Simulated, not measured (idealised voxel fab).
process module | voxel double patterning
cross-section cut | 200 nm wide | cells 5 nm
A cross-section is a grid of square cells, given in bands from the top down. A band is one or more rows of cells.
Each band's line starts with the height of the band's top and of its bottom, in nm. Then come its materials from left to right, each with its width in nm. One material with "throughout" fills the band from edge to edge. "air" is empty space.
Height 0 is the level under which the wafer as received is all one material. The lowest band goes on downwards, as in "0 down".
A width such as "30 to 40" changes by the same amount from each row of cells to the next, from the band's top row to its bottom row.
"no change" after a step means that no cell of the cross-section changed.
closed voids: empty space of 8 cells or more with no open way to the top, each as width x height at its distance from the left edge, in nm
after a step's settings: what the simulator itself notes on the step
overlay nm, on a step with a mask: how far to the right of its planned place the mask lay; to the left if negative
plan
1 op RECEIVE | material Si
2 op CONFORMAL_DEP | material SiO2 | thk nm 10
3 op DIRECTIONAL_DEP | material W | thk nm 20
4 op DIRECTIONAL_DEP | material SiN | thk nm 5
5 op PATTERN | tone open | mask id FIRST | material resist | width nm 15 | pitch nm 50 | thk nm 20 | overlay nm 0
6 op DIRECTIONAL_ETCH | etch materials SiN | depth nm 5
7 op STRIP | etch materials resist
8 op PATTERN | tone open | mask id SECOND | material resist | width nm 15 | pitch nm 50 | thk nm 15 | overlay nm 0
9 op DIRECTIONAL_ETCH | etch materials SiN | depth nm 5
10 op STRIP | etch materials resist
11 op DIRECTIONAL_ETCH | etch materials W | depth nm 20
12 op STRIP | etch materials SiN
as received, after step 1
  0 down: Si throughout
  closed voids: none
first wafer at the end, as planned
  30 to 10: W 40 | air 15 | W 10 | air 15 | W 10 | air 15 | W 10 | air 15 | W 10 | air 15 | W 45
  10 to 0: SiO2 throughout
  0 down: Si throughout
  closed voids: none
second wafer at the end: like start, like plan, one mistake
  25 to 10: W 40 | air 15 | W 10 | air 15 | W 10 | air 15 | W 10 | air 15 | W 10 | air 15 | W 45
  10 to 0: SiO2 throughout
  0 down: Si throughout
  closed voids: none
what went wrong: step 3 ran as: op DIRECTIONAL_DEP | material W | thk nm 15
at the end the second wafer has, in cells: 25 fewer of W
